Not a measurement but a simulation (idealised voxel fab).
Name of the process module below: voxel tone inversion
Section cut is 230 nm wide and gridded with 5 nm square cells.
Cross-section = grid of square cells, listed top down in bands; band = one or more rows. What a band's entry tells you: where the top is and where the bottom is, as heights in nm, and after that what lies inside, material by material from left to right, each with its width in nm. Empty space is written as the word "blank", and a single material marked with the word "full width" occupies the band from edge to edge. Counting heights begins at 0, where everything beneath is, in the wafer as received, one material. The lowest band has no bottom; it goes on downwards, as "z 0 and below" shows. A width given as "30..40" starts at the first number in the band's top row and ends at the second number in its bottom row, shifting by an equal amount at every step from row to row. Basically "no modification" means that step didn't change any cell in the cross-section. Reported under the label "Voids, fully enclosed" are the empty spaces having no open way to the top and comprising 8 cells or more; the notation for each is width x height at distance, in which the distance is measured from the left edge and all three values are in nm. Read whatever lies past the settings on a step's line as the simulator's own remark about the step. overlay nm: step with mask; distance mask lay right of planned place; negative value = left of planned place.
Process steps (planned):
1. RECEIVE (material Si)
2. CONFORMAL_DEP (material SiCN; thk nm 10)
3. DIRECTIONAL_DEP (material aC; thk nm 25)
4. PATTERN (tone cover; mask id POSTS; material resist; width nm 20; pitch nm 35; thk nm 30; overlay nm 0)
5. DIRECTIONAL_ETCH (etch materials aC; depth nm 25)
6. STRIP (etch materials resist)
7. FILL_DEP (material SiO2; thk nm 10)
8. CMP (height nm 35)
9. STRIP (etch materials aC)
Incoming wafer, cross-sectional view, post step 1:
- z 0 and below | Si full width
- Voids, fully enclosed: none
First of two wafers: cross-section at end of module, run per plan:
- z 35 to 10 | SiO2 70; blank 20; SiO2 15; blank 20; SiO2 15; blank 20; SiO2 70
- z 10 to 0 | SiCN full width
- z 0 and below | Si full width
- Voids, fully enclosed: none
Wafer two, sectioned after the module: the first wafer's start, the first wafer's plan, and one mistake in how it was run:
- z 35 to 10 | SiO2 65; blank 20; SiO2 15; blank 20; SiO2 15; blank 20; SiO2 75
- z 10 to 0 | SiCN full width
- z 0 and below | Si full width
- Voids, fully enclosed: none
Where did the run depart from the plan? step 4 deviated from plan and actually ran as PATTERN (tone cover; mask id POSTS; material resist; width nm 20; pitch nm 35; thk nm 30; overlay nm -5)
Final wafers compared: equal cell tally per material, rearranged layout.
